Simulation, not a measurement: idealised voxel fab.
Process module under the name voxel transistor to metal
Square cells of 5 nm make up the cross-section cut, whose width is 210 nm.
In what follows, cross-sections appear as grids of square cells, described through bands that run from the top down, where every band is one or more rows of cells. For a band, the entry starts with two heights in nm, that of the top and then that of the bottom, and carries on with the band's materials in order from left to right, each alongside its width in nm; the word "everywhere" beside a single material means it fills the band edge to edge, and "empty" means empty space. Heights are expressed relative to 0, this being the level below which the as-received wafer comprises one material exclusively. The lowest band is unbounded in the downward direction and is denoted as in "0 -> down". A width given as "30->40" starts at the first number in the band's top row and ends at the second number in its bottom row, shifting by an equal amount at every step from row to row. Basically "remained the same" means that step didn't change any cell in the cross-section. "Closed cavities" specifies each empty space that is not open to the top and that occupies no fewer than 8 cells, using the form width x height at distance, the distance measured from the left edge and all three quantities in nm. Post-settings text on a step line: simulator's own remark regarding the step. overlay nm: mask right of planned place by this much (step with mask). Neg. = left.
-- Intended process steps
- 1: RECEIVE [material Si]
- 2: CONFORMAL_DEP [material SiO2] [thk nm 5]
- 3: CONFORMAL_DEP [material SiN] [thk nm 10]
- 4: DIRECTIONAL_DEP [material aC] [thk nm 10]
- 5: PATTERN [tone cover] [mask id ACTIVE] [material resist] [width nm 135] [thk nm 30] [overlay nm 0]
- 6: DIRECTIONAL_ETCH [etch materials aC] [depth nm 10]
- 7: STRIP [etch materials resist]
- 8: DIRECTIONAL_ETCH [etch materials SiN] [depth nm 10]
- 9: DIRECTIONAL_ETCH [etch materials SiO2] [depth nm 5]
- 10: DIRECTIONAL_ETCH [etch materials Si] [depth nm 25]
- 11: STRIP [etch materials aC]
- 12: OXIDIZE [depth nm 5]
- 13: FILL_DEP [material SiO2] [thk nm 15]
- 14: CMP [height nm 15]
- 15: SELECTIVE_ETCH [etch materials SiO2] [depth nm 5]
- 16: STRIP [etch materials SiN]
- 17: SELECTIVE_ETCH [etch materials SiO2] [depth nm 5]
- 18: OXIDIZE [depth nm 5]
- 19: DIRECTIONAL_DEP [material polySi] [thk nm 20]
- 20: DIRECTIONAL_DEP [material SiCN] [thk nm 15]
- 21: DIRECTIONAL_DEP [material aC] [thk nm 10]
- 22: PATTERN [tone cover] [mask id GATE] [material resist] [width nm 35] [thk nm 25] [overlay nm 0]
- 23: DIRECTIONAL_ETCH [etch materials aC] [depth nm 10]
- 24: STRIP [etch materials resist]
- 25: DIRECTIONAL_ETCH [etch materials SiCN] [depth nm 25]
- 26: DIRECTIONAL_ETCH [etch materials polySi] [depth nm 30]
- 27: STRIP [etch materials aC]
- 28: CONFORMAL_DEP [material SiO2] [thk nm 5]
- 29: DIRECTIONAL_ETCH [etch materials SiO2] [depth nm 5]
- 30: CONFORMAL_DEP [material SiN] [thk nm 5]
- 31: DIRECTIONAL_ETCH [etch materials SiN] [depth nm 5]
- 32: DIRECTIONAL_ETCH [etch materials SiO2] [depth nm 5]
- 33: EPI [material pSi] [thk nm 5]
- 34: FILL_DEP [material SiO2] [thk nm 10]
- 35: CMP [height nm 20]
- 36: STRIP [etch materials polySi]
- 37: SELECTIVE_ETCH [etch materials SiO2] [depth nm 5]
- 38: CONFORMAL_DEP [material HfO2] [thk nm 5]
- 39: CONFORMAL_DEP [material TiN] [thk nm 5]
- 40: FILL_DEP [material W] [thk nm 10]
- 41: CMP [height nm 15]
- 42: DIRECTIONAL_DEP [material SiO2] [thk nm 15]
- 43: MASKED_ETCH [tone open] [mask id CONTACT] [width nm 20] [pitch nm 95] [etch materials SiO2] [depth nm 30] [overlay nm 0]
- 44: CONFORMAL_DEP [material TiN] [thk nm 5]
- 45: FILL_DEP [material W] [thk nm 10]
- 46: CMP [height nm 30]
- 47: CONFORMAL_DEP [material SiN] [thk nm 5]
- 48: DIRECTIONAL_DEP [material SiO2] [thk nm 15]
- 49: PATTERN [tone open] [mask id METAL_1] [material resist] [width nm 20] [pitch nm 95] [thk nm 20] [overlay nm 0]
- 50: DIRECTIONAL_ETCH [etch materials SiO2] [depth nm 15]
- 51: DIRECTIONAL_ETCH [etch materials SiN] [depth nm 5]
- 52: STRIP [etch materials resist]
- 53: CONFORMAL_DEP [material TiN] [thk nm 5]
- 54: FILL_DEP [material Cu] [thk nm 10]
- 55: CMP [height nm 50]
- 56: EPI [material Ru] [thk nm 5]
- 57: FILL_DEP [material SiCN] [thk nm 5]
-- First of two wafers: run as planned
-- Wafer as received: cross-section following step 1
- 0 -> down  Si everywhere
- Closed cavities: none
-- Wafer xsec, post step 2
- 5 -> 0  SiO2 everywhere
- Heights below 0 show no change.
-- Wafer xsec, post step 3
- 15 -> 5  SiN everywhere
- Heights below 5 show no change.
-- Wafer xsec, post step 4
- 25 -> 15  aC everywhere
- Heights below 15 show no change.
-- Wafer xsec, post step 5
- 55 -> 25  empty: 35, resist: 135, empty: 40
- Heights below 25 show no change.
-- Wafer xsec, post step 6
- 45 -> 25  empty: 35, resist: 135, empty: 40
- 25 -> 15  empty: 35, aC: 135, empty: 40
- Heights below 15 show no change.
-- Wafer xsec, post step 7
- 25 -> 15  empty: 35, aC: 135, empty: 40
- Heights below 15 show no change.
-- Wafer xsec, post step 8
- 25 -> 15  empty: 35, aC: 135, empty: 40
- 15 -> 5  empty: 35, SiN: 135, empty: 40
- Heights below 5 show no change.
-- Wafer xsec, post step 9
- 25 -> 15  empty: 35, aC: 135, empty: 40
- 15 -> 5  empty: 35, SiN: 135, empty: 40
- 5 -> 0  empty: 35, SiO2: 135, empty: 40
- Heights below 0 show no change.
-- Wafer xsec, post step 10
- 25 -> 15  empty: 35, aC: 135, empty: 40
- 15 -> 5  empty: 35, SiN: 135, empty: 40
- 5 -> 0  empty: 35, SiO2: 135, empty: 40
- 0 -> -25  empty: 35, Si: 135, empty: 40
- Heights below -25 show no change.
-- Wafer xsec, post step 11
- 15 -> 5  empty: 35, SiN: 135, empty: 40
- Heights below 5 show no change.
-- Wafer xsec, post step 12
- 15 -> 5  empty: 35, SiN: 135, empty: 40
- 5 -> 0  empty: 35, SiO2: 135, empty: 40
- 0 -> -25  empty: 35, SiO2: 5, Si: 125, SiO2: 5, empty: 40
- -25 -> -30  SiO2: 40, Si: 125, SiO2: 45
- Heights below -30 show no change.
-- Wafer xsec, post step 13
- 30 -> 15  SiO2 everywhere
- 15 -> 5  SiO2: 35, SiN: 135, SiO2: 40
- 5 -> 0  SiO2 everywhere
- 0 -> -30  SiO2: 40, Si: 125, SiO2: 45
- Heights below -30 show no change.
-- Wafer xsec, post step 14
- 15 -> 5  SiO2: 35, SiN: 135, SiO2: 40
- Heights below 5 show no change.
-- Wafer xsec, post step 15
- 15 -> 10  empty: 35, SiN: 135, empty: 40
- Heights below 10 show no change.
-- Wafer xsec, post step 16
- 10 -> 5  SiO2: 35, empty: 135, SiO2: 40
- Heights below 5 show no change.
-- Wafer xsec, post step 17
- 5 -> 0  SiO2: 30, empty: 145, SiO2: 35
- Heights below 0 show no change.
-- Wafer xsec, post step 18
- 5 -> 0  SiO2: 30, empty: 145, SiO2: 35
- 0 -> -5  SiO2 everywhere
- Heights below -5 show no change.
-- Wafer xsec, post step 19
- 25 -> 20  polySi: 30, empty: 145, polySi: 35
- 20 -> 5  polySi everywhere
- 5 -> 0  SiO2: 30, polySi: 145, SiO2: 35
- Heights below 0 show no change.
-- Wafer xsec, post step 20
- 40 -> 35  SiCN: 30, empty: 145, SiCN: 35
- 35 -> 25  SiCN everywhere
- 25 -> 20  polySi: 30, SiCN: 145, polySi: 35
- Heights below 20 show no change.
-- Wafer xsec, post step 21
- 50 -> 45  aC: 30, empty: 145, aC: 35
- 45 -> 40  aC everywhere
- 40 -> 35  SiCN: 30, aC: 145, SiCN: 35
- Heights below 35 show no change.
-- Wafer xsec, post step 22
- 75 -> 50  empty: 85, resist: 35, empty: 90
- 50 -> 45  aC: 30, empty: 55, resist: 35, empty: 55, aC: 35
- Heights below 45 show no change.
-- Wafer xsec, post step 23
- 65 -> 45  empty: 85, resist: 35, empty: 90
- 45 -> 40  empty: 85, aC: 35, empty: 90
- 40 -> 35  SiCN: 30, empty: 55, aC: 35, empty: 55, SiCN: 35
- Heights below 35 show no change.
-- Wafer xsec, post step 24
- 45 -> 40  empty: 85, aC: 35, empty: 90
- Heights below 40 show no change.
-- Wafer xsec, post step 25
- 45 -> 35  empty: 85, aC: 35, empty: 90
- 35 -> 25  empty: 85, SiCN: 35, empty: 90
- 25 -> 20  polySi: 30, empty: 55, SiCN: 35, empty: 55, polySi: 35
- Heights below 20 show no change.
-- Wafer xsec, post step 26
- 45 -> 35  empty: 85, aC: 35, empty: 90
- 35 -> 20  empty: 85, SiCN: 35, empty: 90
- 20 -> 5  empty: 85, polySi: 35, empty: 90
- 5 -> 0  SiO2: 30, empty: 55, polySi: 35, empty: 55, SiO2: 35
- Heights below 0 show no change.
-- Wafer xsec, post step 27
- 35 -> 20  empty: 85, SiCN: 35, empty: 90
- Heights below 20 show no change.
-- Wafer xsec, post step 28
- 40 -> 35  empty: 80, SiO2: 45, empty: 85
- 35 -> 20  empty: 80, SiO2: 5, SiCN: 35, SiO2: 5, empty: 85
- 20 -> 10  empty: 80, SiO2: 5, polySi: 35, SiO2: 5, empty: 85
- 10 -> 5  SiO2: 35, empty: 45, SiO2: 5, polySi: 35, SiO2: 5, empty: 45, SiO2: 40
- 5 -> 0  SiO2: 85, polySi: 35, SiO2: 90
- Heights below 0 show no change.
-- Wafer xsec, post step 29
- 35 -> 20  empty: 80, SiO2: 5, SiCN: 35, SiO2: 5, empty: 85
- 20 -> 5  empty: 80, SiO2: 5, polySi: 35, SiO2: 5, empty: 85
- 5 -> 0  SiO2: 35, empty: 45, SiO2: 5, polySi: 35, SiO2: 5, empty: 45, SiO2: 40
- Heights below 0 show no change.
-- Wafer xsec, post step 30
- 40 -> 35  empty: 75, SiN: 55, empty: 80
- 35 -> 20  empty: 75, SiN: 5, SiO2: 5, SiCN: 35, SiO2: 5, SiN: 5, empty: 80
- 20 -> 10  empty: 75, SiN: 5, SiO2: 5, polySi: 35, SiO2: 5, SiN: 5, empty: 80
- 10 -> 5  SiN: 40, empty: 35, SiN: 5, SiO2: 5, polySi: 35, SiO2: 5, SiN: 5, empty: 35, SiN: 45
- 5 -> 0  SiO2: 35, SiN: 45, SiO2: 5, polySi: 35, SiO2: 5, SiN: 45, SiO2: 40
- Heights below 0 show no change.
-- Wafer xsec, post step 31
- 35 -> 20  empty: 75, SiN: 5, SiO2: 5, SiCN: 35, SiO2: 5, SiN: 5, empty: 80
- 20 -> 5  empty: 75, SiN: 5, SiO2: 5, polySi: 35, SiO2: 5, SiN: 5, empty: 80
- 5 -> 0  SiO2: 35, SiN: 5, empty: 35, SiN: 5, SiO2: 5, polySi: 35, SiO2: 5, SiN: 5, empty: 35, SiN: 5, SiO2: 40
- Heights below 0 show no change.
-- Wafer xsec, post step 32
- 35 -> 30  empty: 75, SiN: 5, empty: 5, SiCN: 35, empty: 5, SiN: 5, empty: 80
- 30 -> 20  empty: 75, SiN: 5, SiO2: 5, SiCN: 35, SiO2: 5, SiN: 5, empty: 80
- 20 -> 5  empty: 75, SiN: 5, SiO2: 5, polySi: 35, SiO2: 5, SiN: 5, empty: 80
- 5 -> 0  empty: 35, SiN: 5, empty: 35, SiN: 5, SiO2: 5, polySi: 35, SiO2: 5, SiN: 5, empty: 35, SiN: 5, empty: 40
- 0 -> -5  SiO2: 40, empty: 35, SiO2: 55, empty: 35, SiO2: 45
- Heights below -5 show no change.
-- Wafer xsec, post step 33
- 35 -> 30  empty: 75, SiN: 5, empty: 5, SiCN: 35, empty: 5, SiN: 5, empty: 80
- 30 -> 20  empty: 75, SiN: 5, SiO2: 5, SiCN: 35, SiO2: 5, SiN: 5, empty: 80
- 20 -> 5  empty: 75, SiN: 5, SiO2: 5, polySi: 35, SiO2: 5, SiN: 5, empty: 80
- 5 -> 0  empty: 35, SiN: 5, empty: 35, SiN: 5, SiO2: 5, polySi: 35, SiO2: 5, SiN: 5, empty: 35, SiN: 5, empty: 40
- 0 -> -5  SiO2: 40, pSi: 35, SiO2: 55, pSi: 35, SiO2: 45
- Heights below -5 show no change.
-- Wafer xsec, post step 34
- 45 -> 35  SiO2 everywhere
- 35 -> 20  SiO2: 75, SiN: 5, SiO2: 5, SiCN: 35, SiO2: 5, SiN: 5, SiO2: 80
- 20 -> 5  SiO2: 75, SiN: 5, SiO2: 5, polySi: 35, SiO2: 5, SiN: 5, SiO2: 80
- 5 -> 0  SiO2: 35, SiN: 5, SiO2: 35, SiN: 5, SiO2: 5, polySi: 35, SiO2: 5, SiN: 5, SiO2: 35, SiN: 5, SiO2: 40
- Heights below 0 show no change.
-- Wafer xsec, post step 35
- 20 -> 5  SiO2: 75, SiN: 5, SiO2: 5, polySi: 35, SiO2: 5, SiN: 5, SiO2: 80
- Heights below 5 show no change.
-- Wafer xsec, post step 36
- 20 -> 5  SiO2: 75, SiN: 5, SiO2: 5, empty: 35, SiO2: 5, SiN: 5, SiO2: 80
- 5 -> 0  SiO2: 35, SiN: 5, SiO2: 35, SiN: 5, SiO2: 5, empty: 35, SiO2: 5, SiN: 5, SiO2: 35, SiN: 5, SiO2: 40
- Heights below 0 show no change.
-- Wafer xsec, post step 37
- 20 -> 15  empty: 75, SiN: 5, empty: 45, SiN: 5, empty: 80
- 15 -> 5  SiO2: 75, SiN: 5, empty: 45, SiN: 5, SiO2: 80
- 5 -> 0  SiO2: 35, SiN: 5, SiO2: 35, SiN: 5, empty: 45, SiN: 5, SiO2: 35, SiN: 5, SiO2: 40
- 0 -> -5  SiO2: 40, pSi: 35, SiO2: 5, empty: 45, SiO2: 5, pSi: 35, SiO2: 45
- Heights below -5 show no change.
-- Wafer xsec, post step 38
- 25 -> 20  empty: 70, HfO2: 15, empty: 35, HfO2: 15, empty: 75
- 20 -> 15  HfO2: 75, SiN: 5, HfO2: 5, empty: 35, HfO2: 5, SiN: 5, HfO2: 80
- 15 -> 5  SiO2: 75, SiN: 5, HfO2: 5, empty: 35, HfO2: 5, SiN: 5, SiO2: 80
- 5 -> 0  SiO2: 35, SiN: 5, SiO2: 35, SiN: 5, HfO2: 5, empty: 35, HfO2: 5, SiN: 5, SiO2: 35, SiN: 5, SiO2: 40
- 0 -> -5  SiO2: 40, pSi: 35, SiO2: 5, HfO2: 45, SiO2: 5, pSi: 35, SiO2: 45
- Heights below -5 show no change.
-- Wafer xsec, post step 39
- 30 -> 25  empty: 65, TiN: 25, empty: 25, TiN: 25, empty: 70
- 25 -> 20  TiN: 70, HfO2: 15, TiN: 5, empty: 25, TiN: 5, HfO2: 15, TiN: 75
- 20 -> 15  HfO2: 75, SiN: 5, HfO2: 5, TiN: 5, empty: 25, TiN: 5, HfO2: 5, SiN: 5, HfO2: 80
- 15 -> 5  SiO2: 75, SiN: 5, HfO2: 5, TiN: 5, empty: 25, TiN: 5, HfO2: 5, SiN: 5, SiO2: 80
- 5 -> 0  SiO2: 35, SiN: 5, SiO2: 35, SiN: 5, HfO2: 5, TiN: 35, HfO2: 5, SiN: 5, SiO2: 35, SiN: 5, SiO2: 40
- Heights below 0 show no change.
-- Wafer xsec, post step 40
- 40 -> 30  W everywhere
- 30 -> 25  W: 65, TiN: 25, W: 25, TiN: 25, W: 70
- 25 -> 20  TiN: 70, HfO2: 15, TiN: 5, W: 25, TiN: 5, HfO2: 15, TiN: 75
- 20 -> 15  HfO2: 75, SiN: 5, HfO2: 5, TiN: 5, W: 25, TiN: 5, HfO2: 5, SiN: 5, HfO2: 80
- 15 -> 5  SiO2: 75, SiN: 5, HfO2: 5, TiN: 5, W: 25, TiN: 5, HfO2: 5, SiN: 5, SiO2: 80
- Heights below 5 show no change.
-- Wafer xsec, post step 41
- 15 -> 5  SiO2: 75, SiN: 5, HfO2: 5, TiN: 5, W: 25, TiN: 5, HfO2: 5, SiN: 5, SiO2: 80
- Heights below 5 show no change.
-- Wafer xsec, post step 42
- 30 -> 15  SiO2 everywhere
- Heights below 15 show no change.
-- Wafer xsec, post step 43
- 30 -> 15  SiO2: 45, empty: 20, SiO2: 75, empty: 20, SiO2: 50
- 15 -> 5  SiO2: 45, empty: 20, SiO2: 10, SiN: 5, HfO2: 5, TiN: 5, W: 25, TiN: 5, HfO2: 5, SiN: 5, SiO2: 10, empty: 20, SiO2: 50
- 5 -> 0  SiO2: 35, SiN: 5, SiO2: 5, empty: 20, SiO2: 10, SiN: 5, HfO2: 5, TiN: 35, HfO2: 5, SiN: 5, SiO2: 10, empty: 20, SiO2: 5, SiN: 5, SiO2: 40
- Heights below 0 show no change.
-- Wafer xsec, post step 44
- 35 -> 30  TiN: 50, empty: 10, TiN: 85, empty: 10, TiN: 55
- 30 -> 15  SiO2: 45, TiN: 5, empty: 10, TiN: 5, SiO2: 75, TiN: 5, empty: 10, TiN: 5, SiO2: 50
- 15 -> 5  SiO2: 45, TiN: 5, empty: 10, TiN: 5, SiO2: 10, SiN: 5, HfO2: 5, TiN: 5, W: 25, TiN: 5, HfO2: 5, SiN: 5, SiO2: 10, TiN: 5, empty: 10, TiN: 5, SiO2: 50
- 5 -> 0  SiO2: 35, SiN: 5, SiO2: 5, TiN: 20, SiO2: 10, SiN: 5, HfO2: 5, TiN: 35, HfO2: 5, SiN: 5, SiO2: 10, TiN: 20, SiO2: 5, SiN: 5, SiO2: 40
- Heights below 0 show no change.
-- Wafer xsec, post step 45
- 45 -> 35  W everywhere
- 35 -> 30  TiN: 50, W: 10, TiN: 85, W: 10, TiN: 55
- 30 -> 15  SiO2: 45, TiN: 5, W: 10, TiN: 5, SiO2: 75, TiN: 5, W: 10, TiN: 5, SiO2: 50
- 15 -> 5  SiO2: 45, TiN: 5, W: 10, TiN: 5, SiO2: 10, SiN: 5, HfO2: 5, TiN: 5, W: 25, TiN: 5, HfO2: 5, SiN: 5, SiO2: 10, TiN: 5, W: 10, TiN: 5, SiO2: 50
- Heights below 5 show no change.
-- Wafer xsec, post step 46
- 30 -> 15  SiO2: 45, TiN: 5, W: 10, TiN: 5, SiO2: 75, TiN: 5, W: 10, TiN: 5, SiO2: 50
- Heights below 15 show no change.
-- Wafer xsec, post step 47
- 35 -> 30  SiN everywhere
- Heights below 30 show no change.
-- Wafer xsec, post step 48
- 50 -> 35  SiO2 everywhere
- Heights below 35 show no change.
-- Wafer xsec, post step 49
- 70 -> 50  resist: 45, empty: 20, resist: 75, empty: 20, resist: 50
- Heights below 50 show no change.
-- Wafer xsec, post step 50
- 70 -> 50  resist: 45, empty: 20, resist: 75, empty: 20, resist: 50
- 50 -> 35  SiO2: 45, empty: 20, SiO2: 75, empty: 20, SiO2: 50
- Heights below 35 show no change.
-- Wafer xsec, post step 51
- 70 -> 50  resist: 45, empty: 20, resist: 75, empty: 20, resist: 50
- 50 -> 35  SiO2: 45, empty: 20, SiO2: 75, empty: 20, SiO2: 50
- 35 -> 30  SiN: 45, empty: 20, SiN: 75, empty: 20, SiN: 50
- Heights below 30 show no change.
-- Wafer xsec, post step 52
- 50 -> 35  SiO2: 45, empty: 20, SiO2: 75, empty: 20, SiO2: 50
- Heights below 35 show no change.
-- Wafer xsec, post step 53
- 55 -> 50  TiN: 50, empty: 10, TiN: 85, empty: 10, TiN: 55
- 50 -> 35  SiO2: 45, TiN: 5, empty: 10, TiN: 5, SiO2: 75, TiN: 5, empty: 10, TiN: 5, SiO2: 50
- 35 -> 30  SiN: 45, TiN: 20, SiN: 75, TiN: 20, SiN: 50
- Heights below 30 show no change.
-- Wafer xsec, post step 54
- 65 -> 55  Cu everywhere
- 55 -> 50  TiN: 50, Cu: 10, TiN: 85, Cu: 10, TiN: 55
- 50 -> 35  SiO2: 45, TiN: 5, Cu: 10, TiN: 5, SiO2: 75, TiN: 5, Cu: 10, TiN: 5, SiO2: 50
- Heights below 35 show no change.
-- Wafer xsec, post step 55
- 50 -> 35  SiO2: 45, TiN: 5, Cu: 10, TiN: 5, SiO2: 75, TiN: 5, Cu: 10, TiN: 5, SiO2: 50
- Heights below 35 show no change.
-- Wafer xsec, post step 56
- 55 -> 50  empty: 40, Ru: 30, empty: 65, Ru: 30, empty: 45
- Heights below 50 show no change.
-- Wafer xsec, post step 57
- 60 -> 55  SiCN everywhere
- 55 -> 50  SiCN: 40, Ru: 30, SiCN: 65, Ru: 30, SiCN: 45
- Heights below 50 show no change.
-- The second wafer began exactly as the first did and followed the same plan, but one mistake was made while running it; through step 29 inclusive, the two wafers are identical
Second wafer, cut view, end of step 30 per plan: remained the same
Second wafer, cut view, end of step 31 per plan: remained the same
-- Second wafer, cut view, end of step 32 per plan
- 35 -> 30  empty: 85, SiCN: 35, empty: 90
- 30 -> 20  empty: 80, SiO2: 5, SiCN: 35, SiO2: 5, empty: 85
- 20 -> 0  empty: 80, SiO2: 5, polySi: 35, SiO2: 5, empty: 85
- 0 -> -5  SiO2: 35, empty: 45, SiO2: 45, empty: 45, SiO2: 40
- Heights below -5 show no change.
-- Second wafer, cut view, end of step 33 per plan
- 35 -> 30  empty: 85, SiCN: 35, empty: 90
- 30 -> 20  empty: 80, SiO2: 5, SiCN: 35, SiO2: 5, empty: 85
- 20 -> 0  empty: 80, SiO2: 5, polySi: 35, SiO2: 5, empty: 85
- 0 -> -5  SiO2: 35, pSi: 45, SiO2: 45, pSi: 45, SiO2: 40
- Heights below -5 show no change.
-- Second wafer, cut view, end of step 34 per plan
- 45 -> 35  SiO2 everywhere
- 35 -> 20  SiO2: 85, SiCN: 35, SiO2: 90
- 20 -> 0  SiO2: 85, polySi: 35, SiO2: 90
- Heights below 0 show no change.
-- Second wafer, cut view, end of step 35 per plan
- 20 -> 0  SiO2: 85, polySi: 35, SiO2: 90
- Heights below 0 show no change.
-- Second wafer, cut view, end of step 36 per plan
- 20 -> 0  SiO2: 85, empty: 35, SiO2: 90
- Heights below 0 show no change.
-- Second wafer, cut view, end of step 37 per plan
- 15 -> 0  SiO2: 80, empty: 45, SiO2: 85
- 0 -> -5  SiO2: 35, pSi: 45, empty: 45, pSi: 45, SiO2: 40
- Heights below -5 show no change.
-- Second wafer, cut view, end of step 38 per plan
- 20 -> 15  HfO2: 85, empty: 35, HfO2: 90
- 15 -> 0  SiO2: 80, HfO2: 5, empty: 35, HfO2: 5, SiO2: 85
- 0 -> -5  SiO2: 35, pSi: 45, HfO2: 45, pSi: 45, SiO2: 40
- Heights below -5 show no change.
-- Second wafer, cut view, end of step 39 per plan
- 25 -> 20  TiN: 90, empty: 25, TiN: 95
- 20 -> 15  HfO2: 85, TiN: 5, empty: 25, TiN: 5, HfO2: 90
- 15 -> 5  SiO2: 80, HfO2: 5, TiN: 5, empty: 25, TiN: 5, HfO2: 5, SiO2: 85
- 5 -> 0  SiO2: 80, HfO2: 5, TiN: 35, HfO2: 5, SiO2: 85
- Heights below 0 show no change.
-- Second wafer, cut view, end of step 40 per plan
- 35 -> 25  W everywhere
- 25 -> 20  TiN: 90, W: 25, TiN: 95
- 20 -> 15  HfO2: 85, TiN: 5, W: 25, TiN: 5, HfO2: 90
- 15 -> 5  SiO2: 80, HfO2: 5, TiN: 5, W: 25, TiN: 5, HfO2: 5, SiO2: 85
- Heights below 5 show no change.
-- Second wafer, cut view, end of step 41 per plan
- 15 -> 5  SiO2: 80, HfO2: 5, TiN: 5, W: 25, TiN: 5, HfO2: 5, SiO2: 85
- Heights below 5 show no change.
-- Second wafer, cut view, end of step 42 per plan
- 30 -> 15  SiO2 everywhere
- Heights below 15 show no change.
-- Second wafer, cut view, end of step 43 per plan
- 30 -> 15  SiO2: 45, empty: 20, SiO2: 75, empty: 20, SiO2: 50
- 15 -> 5  SiO2: 45, empty: 20, SiO2: 15, HfO2: 5, TiN: 5, W: 25, TiN: 5, HfO2: 5, SiO2: 15, empty: 20, SiO2: 50
- 5 -> 0  SiO2: 45, empty: 20, SiO2: 15, HfO2: 5, TiN: 35, HfO2: 5, SiO2: 15, empty: 20, SiO2: 50
- Heights below 0 show no change.
-- Second wafer, cut view, end of step 44 per plan
- 35 -> 30  TiN: 50, empty: 10, TiN: 85, empty: 10, TiN: 55
- 30 -> 15  SiO2: 45, TiN: 5, empty: 10, TiN: 5, SiO2: 75, TiN: 5, empty: 10, TiN: 5, SiO2: 50
- 15 -> 5  SiO2: 45, TiN: 5, empty: 10, TiN: 5, SiO2: 15, HfO2: 5, TiN: 5, W: 25, TiN: 5, HfO2: 5, SiO2: 15, TiN: 5, empty: 10, TiN: 5, SiO2: 50
- 5 -> 0  SiO2: 45, TiN: 20, SiO2: 15, HfO2: 5, TiN: 35, HfO2: 5, SiO2: 15, TiN: 20, SiO2: 50
- Heights below 0 show no change.
-- Second wafer, cut view, end of step 45 per plan
- 45 -> 35  W everywhere
- 35 -> 30  TiN: 50, W: 10, TiN: 85, W: 10, TiN: 55
- 30 -> 15  SiO2: 45, TiN: 5, W: 10, TiN: 5, SiO2: 75, TiN: 5, W: 10, TiN: 5, SiO2: 50
- 15 -> 5  SiO2: 45, TiN: 5, W: 10, TiN: 5, SiO2: 15, HfO2: 5, TiN: 5, W: 25, TiN: 5, HfO2: 5, SiO2: 15, TiN: 5, W: 10, TiN: 5, SiO2: 50
- Heights below 5 show no change.
-- Second wafer, cut view, end of step 46 per plan
- 30 -> 15  SiO2: 45, TiN: 5, W: 10, TiN: 5, SiO2: 75, TiN: 5, W: 10, TiN: 5, SiO2: 50
- Heights below 15 show no change.
-- Second wafer, cut view, end of step 47 per plan
- 35 -> 30  SiN everywhere
- Heights below 30 show no change.
-- Second wafer, cut view, end of step 48 per plan
- 50 -> 35  SiO2 everywhere
- Heights below 35 show no change.
-- Second wafer, cut view, end of step 49 per plan
- 70 -> 50  resist: 45, empty: 20, resist: 75, empty: 20, resist: 50
- Heights below 50 show no change.
-- Second wafer, cut view, end of step 50 per plan
- 70 -> 50  resist: 45, empty: 20, resist: 75, empty: 20, resist: 50
- 50 -> 35  SiO2: 45, empty: 20, SiO2: 75, empty: 20, SiO2: 50
- Heights below 35 show no change.
-- Second wafer, cut view, end of step 51 per plan
- 70 -> 50  resist: 45, empty: 20, resist: 75, empty: 20, resist: 50
- 50 -> 35  SiO2: 45, empty: 20, SiO2: 75, empty: 20, SiO2: 50
- 35 -> 30  SiN: 45, empty: 20, SiN: 75, empty: 20, SiN: 50
- Heights below 30 show no change.
-- Second wafer, cut view, end of step 52 per plan
- 50 -> 35  SiO2: 45, empty: 20, SiO2: 75, empty: 20, SiO2: 50
- Heights below 35 show no change.
-- Second wafer, cut view, end of step 53 per plan
- 55 -> 50  TiN: 50, empty: 10, TiN: 85, empty: 10, TiN: 55
- 50 -> 35  SiO2: 45, TiN: 5, empty: 10, TiN: 5, SiO2: 75, TiN: 5, empty: 10, TiN: 5, SiO2: 50
- 35 -> 30  SiN: 45, TiN: 20, SiN: 75, TiN: 20, SiN: 50
- Heights below 30 show no change.
-- Second wafer, cut view, end of step 54 per plan
- 65 -> 55  Cu everywhere
- 55 -> 50  TiN: 50, Cu: 10, TiN: 85, Cu: 10, TiN: 55
- 50 -> 35  SiO2: 45, TiN: 5, Cu: 10, TiN: 5, SiO2: 75, TiN: 5, Cu: 10, TiN: 5, SiO2: 50
- Heights below 35 show no change.
-- Second wafer, cut view, end of step 55 per plan
- 50 -> 35  SiO2: 45, TiN: 5, Cu: 10, TiN: 5, SiO2: 75, TiN: 5, Cu: 10, TiN: 5, SiO2: 50
- Heights below 35 show no change.
-- Second wafer, cut view, end of step 56 per plan
- 55 -> 50  empty: 40, Ru: 30, empty: 65, Ru: 30, empty: 45
- Heights below 50 show no change.
-- Second wafer, cut view, end of step 57 per plan
- 60 -> 55  SiCN everywhere
- 55 -> 50  SiCN: 40, Ru: 30, SiCN: 65, Ru: 30, SiCN: 45
- Heights below 50 show no change.
Error vs. plan: skipped: plan step 30 (never run)
The second wafer ends with more or fewer cells of some materials than the first, per final count: SiN -8, SiO2 +4, pSi +4
